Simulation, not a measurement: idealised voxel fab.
Title: Process Module voxel gate over fins
The cross-section on display is named cut; it measures 240 nm wide, and its cells are 5 nm squares.
Cross-section, as written here: a square-cell grid given band by band from the top down, where a band holds one or more rows of cells.
Within each band entry, the heights of the top and of the bottom of the band appear first, in that order and in nm; the materials of the band then follow from left to right, each with its corresponding width in nm. The designation "throughout" on a single material indicates that it fills the band from edge to edge; the designation "air" indicates empty space.
Counting heights begins at 0, where everything beneath is, in the wafer as received, one material. The lowest band has no bottom; it goes on downwards, as "0 down" shows.
Per-row width for "30 to 40": begins at first number (top row of band), ends at second number (bottom row), increment between rows held constant.
Where a step carries "no change occurred", the cross-section came out of it unchanged, cell for cell.
Empty spaces counting at least 8 cells and having no open way to the top are listed in "Enclosed internal voids". The notation width x height at distance is used for each, the distance being from the left edge and all three values in nm.
The remark found on a step's line after its settings is issued by the simulator itself and pertains to that step.
overlay nm: mask right of planned place by this much (step with mask). Neg. = left.
# Listed below are the process steps as planned
1 RECEIVE: material Si
2 CONFORMAL_DEP: material SiN, thk nm 5
3 PATTERN: tone cover, mask id FINS, material resist, width nm 15, pitch nm 60, thk nm 20, overlay nm 0
4 DIRECTIONAL_ETCH: etch materials SiN, depth nm 5
5 DIRECTIONAL_ETCH: etch materials Si, depth nm 40
6 STRIP: etch materials resist
7 FILL_DEP: material SiO2, thk nm 10
8 CMP: height nm 5
9 MASKED_ETCH: tone open, mask id RAIL, width nm 15, etch materials SiO2, depth nm 40, overlay nm 0
10 CONFORMAL_DEP: material TiN, thk nm 5
11 FILL_DEP: material W, thk nm 10
12 CMP: height nm 5
13 SELECTIVE_ETCH: etch materials W Ru TiN, depth nm 30
14 FILL_DEP: material SiO2, thk nm 5
15 CMP: height nm 5
16 SELECTIVE_ETCH: etch materials SiO2, depth nm 20
17 STRIP: etch materials SiN
18 CONFORMAL_DEP: material HfO2, thk nm 5
19 CONFORMAL_DEP: material TiN, thk nm 5
20 FILL_DEP: material W, thk nm 10
21 CMP: height nm 15
22 CONFORMAL_DEP: material SiN, thk nm 10
# Cross-section, incoming material, after step 1
> 0 down: Si throughout
> Enclosed internal voids: none
# Looking at the first of two wafers in cross-section at end of module - ran to plan
> 25 to 15: SiN throughout
> 15 to 10: W throughout
> 10 to 5: W 10 nm, TiN 35 nm, W 25 nm, TiN 35 nm, W 25 nm, TiN 35 nm, W 25 nm, TiN 35 nm, W 15 nm
> 5 to 0: W 10 nm, TiN 5 nm, HfO2 25 nm, TiN 5 nm, W 25 nm, TiN 5 nm, HfO2 25 nm, TiN 5 nm, W 25 nm, TiN 5 nm, HfO2 25 nm, TiN 5 nm, W 25 nm, TiN 5 nm, HfO2 25 nm, TiN 5 nm, W 15 nm
> 0 to -5: W 10 nm, TiN 5 nm, HfO2 5 nm, Si 15 nm, HfO2 5 nm, TiN 5 nm, W 25 nm, TiN 5 nm, HfO2 5 nm, Si 15 nm, HfO2 5 nm, TiN 5 nm, W 25 nm, TiN 5 nm, HfO2 5 nm, Si 15 nm, HfO2 5 nm, TiN 5 nm, W 25 nm, TiN 5 nm, HfO2 5 nm, Si 15 nm, HfO2 5 nm, TiN 5 nm, W 15 nm
> -5 to -10: TiN 15 nm, HfO2 5 nm, Si 15 nm, HfO2 5 nm, TiN 35 nm, HfO2 5 nm, Si 15 nm, HfO2 5 nm, TiN 35 nm, HfO2 5 nm, Si 15 nm, HfO2 5 nm, TiN 35 nm, HfO2 5 nm, Si 15 nm, HfO2 5 nm, TiN 20 nm
> -10 to -15: HfO2 20 nm, Si 15 nm, HfO2 45 nm, Si 15 nm, HfO2 45 nm, Si 15 nm, HfO2 45 nm, Si 15 nm, HfO2 25 nm
> -15 to -25: SiO2 20 nm, Si 15 nm, SiO2 45 nm, Si 15 nm, SiO2 45 nm, Si 15 nm, SiO2 45 nm, Si 15 nm, SiO2 25 nm
> -25 to -30: SiO2 20 nm, Si 15 nm, SiO2 15 nm, TiN 5 nm, W 5 nm, TiN 5 nm, SiO2 15 nm, Si 15 nm, SiO2 45 nm, Si 15 nm, SiO2 45 nm, Si 15 nm, SiO2 25 nm
> -30 to -35: SiO2 20 nm, Si 15 nm, SiO2 15 nm, TiN 15 nm, SiO2 15 nm, Si 15 nm, SiO2 45 nm, Si 15 nm, SiO2 45 nm, Si 15 nm, SiO2 25 nm
> -35 to -40: SiO2 20 nm, Si 15 nm, SiO2 45 nm, Si 15 nm, SiO2 45 nm, Si 15 nm, SiO2 45 nm, Si 15 nm, SiO2 25 nm
> -40 down: Si throughout
> Enclosed internal voids: none
# This cross-section belongs to the second wafer of two at the end of the module; the start and the plan were shared with the first, and the run included one mistake
> 25 to 15: SiN throughout
> 15 to 10: W throughout
> 10 to 5: W 10 nm, HfO2 35 nm, W 25 nm, HfO2 35 nm, W 25 nm, HfO2 35 nm, W 25 nm, HfO2 35 nm, W 15 nm
> 5 to 0: W 10 nm, HfO2 5 nm, TiN 25 nm, HfO2 5 nm, W 25 nm, HfO2 5 nm, TiN 25 nm, HfO2 5 nm, W 25 nm, HfO2 5 nm, TiN 25 nm, HfO2 5 nm, W 25 nm, HfO2 5 nm, TiN 25 nm, HfO2 5 nm, W 15 nm
> 0 to -5: W 10 nm, HfO2 5 nm, TiN 5 nm, Si 15 nm, TiN 5 nm, HfO2 5 nm, W 25 nm, HfO2 5 nm, TiN 5 nm, Si 15 nm, TiN 5 nm, HfO2 5 nm, W 25 nm, HfO2 5 nm, TiN 5 nm, Si 15 nm, TiN 5 nm, HfO2 5 nm, W 25 nm, HfO2 5 nm, TiN 5 nm, Si 15 nm, TiN 5 nm, HfO2 5 nm, W 15 nm
> -5 to -10: HfO2 15 nm, TiN 5 nm, Si 15 nm, TiN 5 nm, HfO2 35 nm, TiN 5 nm, Si 15 nm, TiN 5 nm, HfO2 35 nm, TiN 5 nm, Si 15 nm, TiN 5 nm, HfO2 35 nm, TiN 5 nm, Si 15 nm, TiN 5 nm, HfO2 20 nm
> -10 to -15: TiN 20 nm, Si 15 nm, TiN 45 nm, Si 15 nm, TiN 45 nm, Si 15 nm, TiN 45 nm, Si 15 nm, TiN 25 nm
> -15 to -25: SiO2 20 nm, Si 15 nm, SiO2 45 nm, Si 15 nm, SiO2 45 nm, Si 15 nm, SiO2 45 nm, Si 15 nm, SiO2 25 nm
> -25 to -30: SiO2 20 nm, Si 15 nm, SiO2 15 nm, TiN 5 nm, W 5 nm, TiN 5 nm, SiO2 15 nm, Si 15 nm, SiO2 45 nm, Si 15 nm, SiO2 45 nm, Si 15 nm, SiO2 25 nm
> -30 to -35: SiO2 20 nm, Si 15 nm, SiO2 15 nm, TiN 15 nm, SiO2 15 nm, Si 15 nm, SiO2 45 nm, Si 15 nm, SiO2 45 nm, Si 15 nm, SiO2 25 nm
> -35 to -40: SiO2 20 nm, Si 15 nm, SiO2 45 nm, Si 15 nm, SiO2 45 nm, Si 15 nm, SiO2 45 nm, Si 15 nm, SiO2 25 nm
> -40 down: Si throughout
> Enclosed internal voids: none
Short version of what went wrong: the processing plan was not followed for steps 18 and 19, which were run with their positions exchanged
The concluding comparison shows that, measured in cells, each material is equally abundant on both wafers, albeit at different positions.
